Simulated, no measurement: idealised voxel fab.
The name of this process module is voxel gate over fins.
For reference, the cross-section in this document is cut, with width 180 nm and square cells of 5 nm.
Cross-section format: a grid of square cells, given as bands from top to bottom; each band is one or more rows of cells. Band: top height; bottom height; in nm. Then, left to right: material with width in nm, for each material. "full width": a single material spanning edge to edge. "air": empty space. Convention: height 0 is the level below which the wafer, as received, is all one material. The lowest band does not terminate at the bottom but continues downward, represented as "from 0 down". Width "30->40": first value at the band's top row of cells, second value at its bottom row, equal change from row to row. Take "changes: none" at face value: in the step it is given for, the cross-section changed in none of its cells. Voids not open to the top, 8 cells minimum: see "Entrapped void list". Written width x height at distance; distance is from the left edge; nm. Whatever follows a step's settings on its line is a remark the simulator itself makes about that step. What "overlay nm" on a step's line means: if the step has a mask, that mask lay this far to the right of its planned place, or, when the value is negative, to the left.
**Steps planned for the process**
step 1: RECEIVE, material Si
step 2: CONFORMAL_DEP, material SiN, thk nm 10
step 3: MASKED_ETCH, tone cover, mask id FINS, width nm 15, pitch nm 60, etch materials SiN, depth nm 10, overlay nm 0
step 4: MASKED_ETCH, tone cover, mask id FINS, width nm 15, pitch nm 60, etch materials Si, depth nm 35, overlay nm 0
step 5: FILL_DEP, material SiO2, thk nm 15
step 6: CMP, height nm 10
step 7: MASKED_ETCH, tone open, mask id RAIL, width nm 15, etch materials SiO2, depth nm 40, overlay nm 0
step 8: CONFORMAL_DEP, material TiN, thk nm 5
step 9: FILL_DEP, material W, thk nm 10
step 10: CMP, height nm 10
step 11: SELECTIVE_ETCH, etch materials W Ru TiN, depth nm 25
step 12: FILL_DEP, material SiO2, thk nm 5
step 13: CMP, height nm 10
step 14: SELECTIVE_ETCH, etch materials SiO2, depth nm 20
step 15: STRIP, etch materials SiN
step 16: CONFORMAL_DEP, material HfO2, thk nm 5
step 17: CONFORMAL_DEP, material TiN, thk nm 5
step 18: FILL_DEP, material W, thk nm 10
step 19: CMP, height nm 15
step 20: CONFORMAL_DEP, material SiCN, thk nm 10
The wafers are alike at the start. At step 17, their thk nm differs. The plan lists the first wafer's value.
**So this is the first of several wafers, cross-sectioned as it came to us, meaning it's at the end of step 1**
from 0 down | Si full width
Entrapped void list: none
**The first of several wafers, seen in cross-section after the module's last step, step 20**
from 25 to 15 | SiCN full width
from 15 to 10 | W full width
from 10 to 5 | W=40, then TiN=35, then W=25, then TiN=35, then W=45
from 5 to 0 | W=40, then TiN=5, then HfO2=25, then TiN=5, then W=25, then TiN=5, then HfO2=25, then TiN=5, then W=45
from 0 to -5 | TiN=45, then HfO2=5, then Si=15, then HfO2=5, then TiN=35, then HfO2=5, then Si=15, then HfO2=5, then TiN=50
from -5 to -10 | HfO2=50, then Si=15, then HfO2=45, then Si=15, then HfO2=55
from -10 to -15 | SiO2=50, then Si=15, then SiO2=45, then Si=15, then SiO2=55
from -15 to -25 | SiO2=50, then Si=15, then SiO2=15, then TiN=5, then W=5, then TiN=5, then SiO2=15, then Si=15, then SiO2=55
from -25 to -30 | SiO2=50, then Si=15, then SiO2=15, then TiN=15, then SiO2=15, then Si=15, then SiO2=55
from -30 to -35 | SiO2=50, then Si=15, then SiO2=45, then Si=15, then SiO2=55
from -35 down | Si full width
Entrapped void list: none
**Here's the last wafer cross-sectioned at the end of the module**
from 25 to 15 | SiCN full width
from 15 to 5 | TiN full width
from 5 to 0 | TiN=45, then HfO2=25, then TiN=35, then HfO2=25, then TiN=50
from 0 to -5 | TiN=45, then HfO2=5, then Si=15, then HfO2=5, then TiN=35, then HfO2=5, then Si=15, then HfO2=5, then TiN=50
from -5 to -10 | HfO2=50, then Si=15, then HfO2=45, then Si=15, then HfO2=55
from -10 to -15 | SiO2=50, then Si=15, then SiO2=45, then Si=15, then SiO2=55
from -15 to -25 | SiO2=50, then Si=15, then SiO2=15, then TiN=5, then W=5, then TiN=5, then SiO2=15, then Si=15, then SiO2=55
from -25 to -30 | SiO2=50, then Si=15, then SiO2=15, then TiN=15, then SiO2=15, then Si=15, then SiO2=55
from -30 to -35 | SiO2=50, then Si=15, then SiO2=45, then Si=15, then SiO2=55
from -35 down | Si full width
Entrapped void list: none
**Gained (+) or lost (-) cells of each material since receipt, then closed voids: one row per wafer, at the end of the module**
thk nm 5, +44 HfO2, -210 Si, +72 SiCN, +141 SiO2, +51 TiN, +82 W, Entrapped void list: none
thk nm 10, +44 HfO2, -210 Si, +72 SiCN, +141 SiO2, +95 TiN, +38 W, Entrapped void list: none
thk nm 15, +44 HfO2, -210 Si, +72 SiCN, +141 SiO2, +117 TiN, +16 W, Entrapped void list: none
thk nm 20, +44 HfO2, -210 Si, +72 SiCN, +141 SiO2, +131 TiN, +2 W, Entrapped void list: none
